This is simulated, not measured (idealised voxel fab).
The name of this process module is voxel self aligned vias.
The cross-section on display is named cut; it measures 285 nm wide, and its cells are 5 nm squares.
Bands, listed from the top down, are how a cross-section gets written in this document; the cross-section itself is a grid of square cells, and a band is one or more rows of them.
Top height, bottom height, nm. Materials left to right, width each, nm. Single material + "throughout" = fills band edge to edge. "empty" = empty.
Basically, 0 is our baseline, since under it the wafer straight out of the box is all one material. The bottom band has no lower end and keeps on going down, so it looks like "0..down".
A width given as "30..40" starts at the first number in the band's top row and ends at the second number in its bottom row, shifting by an equal amount at every step from row to row.
Any step labelled "nothing got changed" changed none of the cells in the cross-section.
Enclosed voids (no open way to top), threshold 8 cells or more, entry "Sealed internal voids", notation width x height at distance, distance from left edge, nm.
It should be noted that, on the line of a given step, the content following the step's settings is a remark produced by the simulator itself with respect to that step.
For masked steps, "overlay nm" on the step line gives how far right of plan the mask actually lay; a minus sign means it lay to the left.

The steps planned for the process are as follows
1) RECEIVE: material Si
2) CONFORMAL_DEP: material SiO2, thk nm 15
3) CONFORMAL_DEP: material SiCN, thk nm 5
4) DIRECTIONAL_DEP: material lowk, thk nm 30
5) DIRECTIONAL_DEP: material aC, thk nm 10
6) PATTERN: tone open, mask id LINES, material resist, width nm 20, pitch nm 60, thk nm 30, overlay nm 0
7) DIRECTIONAL_ETCH: etch materials aC, depth nm 10
8) STRIP: etch materials resist
9) DIRECTIONAL_ETCH: etch materials lowk, depth nm 30
10) STRIP: etch materials aC
11) CONFORMAL_DEP: material TiN, thk nm 5
12) FILL_DEP: material W, thk nm 10
13) CMP: height nm 50
14) SELECTIVE_ETCH: etch materials W Ru TiN, depth nm 10
15) FILL_DEP: material SiN, thk nm 10
16) CMP: height nm 50
17) DIRECTIONAL_DEP: material lowk, thk nm 15
18) PATTERN: tone open, mask id VIAS, material resist, width nm 40, thk nm 15, overlay nm 0
19) DIRECTIONAL_ETCH: etch materials lowk, depth nm 15
20) DIRECTIONAL_ETCH: etch materials SiN, depth nm 10
21) STRIP: etch materials resist
22) CONFORMAL_DEP: material TiN, thk nm 5
23) FILL_DEP: material W, thk nm 5
24) CMP: height nm 65
25) CONFORMAL_DEP: material SiN, thk nm 5

First wafer, two in total, run as planned

Cross-section of the wafer as it came to us, i.e., already through step 1
* 0..down  Si throughout
* Sealed internal voids: none

Cross-section of the wafer after step 2
* 15..0  SiO2 throughout
* For the remainder of the cross-section, below 0, there is no change.

Cross-section of the wafer after step 3
* 20..15  SiCN throughout
* For the remainder of the cross-section, below 15, there is no change.

Cross-section of the wafer after step 4
* 50..20  lowk throughout
* For the remainder of the cross-section, below 20, there is no change.

Cross-section of the wafer after step 5
* 60..50  aC throughout
* For the remainder of the cross-section, below 50, there is no change.

Cross-section of the wafer after step 6
* 90..60  100 nm resist | 20 nm empty | 40 nm resist | 20 nm empty | 105 nm resist
* For the remainder of the cross-section, below 60, there is no change.

Cross-section of the wafer after step 7
* 80..60  100 nm resist | 20 nm empty | 40 nm resist | 20 nm empty | 105 nm resist
* 60..50  100 nm aC | 20 nm empty | 40 nm aC | 20 nm empty | 105 nm aC
* For the remainder of the cross-section, below 50, there is no change.

Cross-section of the wafer after step 8
* 60..50  100 nm aC | 20 nm empty | 40 nm aC | 20 nm empty | 105 nm aC
* For the remainder of the cross-section, below 50, there is no change.

Cross-section of the wafer after step 9
* 60..50  100 nm aC | 20 nm empty | 40 nm aC | 20 nm empty | 105 nm aC
* 50..20  100 nm lowk | 20 nm empty | 40 nm lowk | 20 nm empty | 105 nm lowk
* For the remainder of the cross-section, below 20, there is no change.

Cross-section of the wafer after step 10
* 50..20  100 nm lowk | 20 nm empty | 40 nm lowk | 20 nm empty | 105 nm lowk
* For the remainder of the cross-section, below 20, there is no change.

Cross-section of the wafer after step 11
* 55..50  105 nm TiN | 10 nm empty | 50 nm TiN | 10 nm empty | 110 nm TiN
* 50..25  100 nm lowk | 5 nm TiN | 10 nm empty | 5 nm TiN | 40 nm lowk | 5 nm TiN | 10 nm empty | 5 nm TiN | 105 nm lowk
* 25..20  100 nm lowk | 20 nm TiN | 40 nm lowk | 20 nm TiN | 105 nm lowk
* For the remainder of the cross-section, below 20, there is no change.

Cross-section of the wafer after step 12
* 65..55  W throughout
* 55..50  105 nm TiN | 10 nm W | 50 nm TiN | 10 nm W | 110 nm TiN
* 50..25  100 nm lowk | 5 nm TiN | 10 nm W | 5 nm TiN | 40 nm lowk | 5 nm TiN | 10 nm W | 5 nm TiN | 105 nm lowk
* For the remainder of the cross-section, below 25, there is no change.

Cross-section of the wafer after step 13
* 50..25  100 nm lowk | 5 nm TiN | 10 nm W | 5 nm TiN | 40 nm lowk | 5 nm TiN | 10 nm W | 5 nm TiN | 105 nm lowk
* For the remainder of the cross-section, below 25, there is no change.

Cross-section of the wafer after step 14
* 50..40  100 nm lowk | 20 nm empty | 40 nm lowk | 20 nm empty | 105 nm lowk
* For the remainder of the cross-section, below 40, there is no change.

Cross-section of the wafer after step 15
* 60..50  SiN throughout
* 50..40  100 nm lowk | 20 nm SiN | 40 nm lowk | 20 nm SiN | 105 nm lowk
* For the remainder of the cross-section, below 40, there is no change.

Cross-section of the wafer after step 16
* 50..40  100 nm lowk | 20 nm SiN | 40 nm lowk | 20 nm SiN | 105 nm lowk
* For the remainder of the cross-section, below 40, there is no change.

Cross-section of the wafer after step 17
* 65..50  lowk throughout
* For the remainder of the cross-section, below 50, there is no change.

Cross-section of the wafer after step 18
* 80..65  90 nm resist | 40 nm empty | 155 nm resist
* For the remainder of the cross-section, below 65, there is no change.

Cross-section of the wafer after step 19
* 80..65  90 nm resist | 40 nm empty | 155 nm resist
* 65..50  90 nm lowk | 40 nm empty | 155 nm lowk
* For the remainder of the cross-section, below 50, there is no change.

Cross-section of the wafer after step 20
* 80..65  90 nm resist | 40 nm empty | 155 nm resist
* 65..50  90 nm lowk | 40 nm empty | 155 nm lowk
* 50..40  100 nm lowk | 20 nm empty | 40 nm lowk | 20 nm SiN | 105 nm lowk
* For the remainder of the cross-section, below 40, there is no change.

Cross-section of the wafer after step 21
* 65..50  90 nm lowk | 40 nm empty | 155 nm lowk
* For the remainder of the cross-section, below 50, there is no change.

Cross-section of the wafer after step 22
* 70..65  95 nm TiN | 30 nm empty | 160 nm TiN
* 65..55  90 nm lowk | 5 nm TiN | 30 nm empty | 5 nm TiN | 155 nm lowk
* 55..50  90 nm lowk | 15 nm TiN | 10 nm empty | 15 nm TiN | 155 nm lowk
* 50..45  100 nm lowk | 5 nm TiN | 10 nm empty | 5 nm TiN | 40 nm lowk | 20 nm SiN | 105 nm lowk
* 45..40  100 nm lowk | 20 nm TiN | 40 nm lowk | 20 nm SiN | 105 nm lowk
* For the remainder of the cross-section, below 40, there is no change.

Cross-section of the wafer after step 23
* 75..70  W throughout
* 70..65  95 nm TiN | 30 nm W | 160 nm TiN
* 65..55  90 nm lowk | 5 nm TiN | 30 nm W | 5 nm TiN | 155 nm lowk
* 55..50  90 nm lowk | 15 nm TiN | 10 nm W | 15 nm TiN | 155 nm lowk
* 50..45  100 nm lowk | 5 nm TiN | 10 nm W | 5 nm TiN | 40 nm lowk | 20 nm SiN | 105 nm lowk
* For the remainder of the cross-section, below 45, there is no change.

Cross-section of the wafer after step 24
* 65..55  90 nm lowk | 5 nm TiN | 30 nm W | 5 nm TiN | 155 nm lowk
* For the remainder of the cross-section, below 55, there is no change.

Cross-section of the wafer after step 25
* 70..65  SiN throughout
* For the remainder of the cross-section, below 65, there is no change.

Second of two: same start, same plan, one run error; steps up to and including 5 match the first

Second wafer: cross-section at the scheduled end of step 6
* 90..60  105 nm resist | 15 nm empty | 45 nm resist | 15 nm empty | 105 nm resist
* For the remainder of the cross-section, below 60, there is no change.

Second wafer: cross-section at the scheduled end of step 7
* 80..60  105 nm resist | 15 nm empty | 45 nm resist | 15 nm empty | 105 nm resist
* 60..50  105 nm aC | 15 nm empty | 45 nm aC | 15 nm empty | 105 nm aC
* For the remainder of the cross-section, below 50, there is no change.

Second wafer: cross-section at the scheduled end of step 8
* 60..50  105 nm aC | 15 nm empty | 45 nm aC | 15 nm empty | 105 nm aC
* For the remainder of the cross-section, below 50, there is no change.

Second wafer: cross-section at the scheduled end of step 9
* 60..50  105 nm aC | 15 nm empty | 45 nm aC | 15 nm empty | 105 nm aC
* 50..20  105 nm lowk | 15 nm empty | 45 nm lowk | 15 nm empty | 105 nm lowk
* For the remainder of the cross-section, below 20, there is no change.

Second wafer: cross-section at the scheduled end of step 10
* 50..20  105 nm lowk | 15 nm empty | 45 nm lowk | 15 nm empty | 105 nm lowk
* For the remainder of the cross-section, below 20, there is no change.

Second wafer: cross-section at the scheduled end of step 11
* 55..50  110 nm TiN | 5 nm empty | 55 nm TiN | 5 nm empty | 110 nm TiN
* 50..25  105 nm lowk | 5 nm TiN | 5 nm empty | 5 nm TiN | 45 nm lowk | 5 nm TiN | 5 nm empty | 5 nm TiN | 105 nm lowk
* 25..20  105 nm lowk | 15 nm TiN | 45 nm lowk | 15 nm TiN | 105 nm lowk
* For the remainder of the cross-section, below 20, there is no change.

Second wafer: cross-section at the scheduled end of step 12
* 65..55  W throughout
* 55..50  110 nm TiN | 5 nm W | 55 nm TiN | 5 nm W | 110 nm TiN
* 50..25  105 nm lowk | 5 nm TiN | 5 nm W | 5 nm TiN | 45 nm lowk | 5 nm TiN | 5 nm W | 5 nm TiN | 105 nm lowk
* For the remainder of the cross-section, below 25, there is no change.

Second wafer: cross-section at the scheduled end of step 13
* 50..25  105 nm lowk | 5 nm TiN | 5 nm W | 5 nm TiN | 45 nm lowk | 5 nm TiN | 5 nm W | 5 nm TiN | 105 nm lowk
* For the remainder of the cross-section, below 25, there is no change.

Second wafer: cross-section at the scheduled end of step 14
* 50..40  105 nm lowk | 15 nm empty | 45 nm lowk | 15 nm empty | 105 nm lowk
* For the remainder of the cross-section, below 40, there is no change.

Second wafer: cross-section at the scheduled end of step 15
* 60..50  SiN throughout
* 50..40  105 nm lowk | 15 nm SiN | 45 nm lowk | 15 nm SiN | 105 nm lowk
* For the remainder of the cross-section, below 40, there is no change.

Second wafer: cross-section at the scheduled end of step 16
* 50..40  105 nm lowk | 15 nm SiN | 45 nm lowk | 15 nm SiN | 105 nm lowk
* For the remainder of the cross-section, below 40, there is no change.

Second wafer: cross-section at the scheduled end of step 17
* 65..50  lowk throughout
* For the remainder of the cross-section, below 50, there is no change.

Second wafer: cross-section at the scheduled end of step 18
* 80..65  90 nm resist | 40 nm empty | 155 nm resist
* For the remainder of the cross-section, below 65, there is no change.

Second wafer: cross-section at the scheduled end of step 19
* 80..65  90 nm resist | 40 nm empty | 155 nm resist
* 65..50  90 nm lowk | 40 nm empty | 155 nm lowk
* For the remainder of the cross-section, below 50, there is no change.

Second wafer: cross-section at the scheduled end of step 20
* 80..65  90 nm resist | 40 nm empty | 155 nm resist
* 65..50  90 nm lowk | 40 nm empty | 155 nm lowk
* 50..40  105 nm lowk | 15 nm empty | 45 nm lowk | 15 nm SiN | 105 nm lowk
* For the remainder of the cross-section, below 40, there is no change.

Second wafer: cross-section at the scheduled end of step 21
* 65..50  90 nm lowk | 40 nm empty | 155 nm lowk
* For the remainder of the cross-section, below 50, there is no change.

Second wafer: cross-section at the scheduled end of step 22
* 70..65  95 nm TiN | 30 nm empty | 160 nm TiN
* 65..55  90 nm lowk | 5 nm TiN | 30 nm empty | 5 nm TiN | 155 nm lowk
* 55..50  90 nm lowk | 20 nm TiN | 5 nm empty | 15 nm TiN | 155 nm lowk
* 50..45  105 nm lowk | 5 nm TiN | 5 nm empty | 5 nm TiN | 45 nm lowk | 15 nm SiN | 105 nm lowk
* 45..40  105 nm lowk | 15 nm TiN | 45 nm lowk | 15 nm SiN | 105 nm lowk
* For the remainder of the cross-section, below 40, there is no change.

Second wafer: cross-section at the scheduled end of step 23
* 75..70  W throughout
* 70..65  95 nm TiN | 30 nm W | 160 nm TiN
* 65..55  90 nm lowk | 5 nm TiN | 30 nm W | 5 nm TiN | 155 nm lowk
* 55..50  90 nm lowk | 20 nm TiN | 5 nm W | 15 nm TiN | 155 nm lowk
* 50..45  105 nm lowk | 5 nm TiN | 5 nm W | 5 nm TiN | 45 nm lowk | 15 nm SiN | 105 nm lowk
* For the remainder of the cross-section, below 45, there is no change.

Second wafer: cross-section at the scheduled end of step 24
* 65..55  90 nm lowk | 5 nm TiN | 30 nm W | 5 nm TiN | 155 nm lowk
* For the remainder of the cross-section, below 55, there is no change.

Second wafer: cross-section at the scheduled end of step 25
* 70..65  SiN throughout
* For the remainder of the cross-section, below 65, there is no change.
what went wrong: not per plan at step 6, really ran PATTERN: tone open, mask id LINES, material resist, width nm 15, pitch nm 60, thk nm 30, overlay nm 0
The second wafer ends with more or fewer cells of some materials than the first, per final count: -2 SiN; -2 TiN; -8 W; +12 lowk
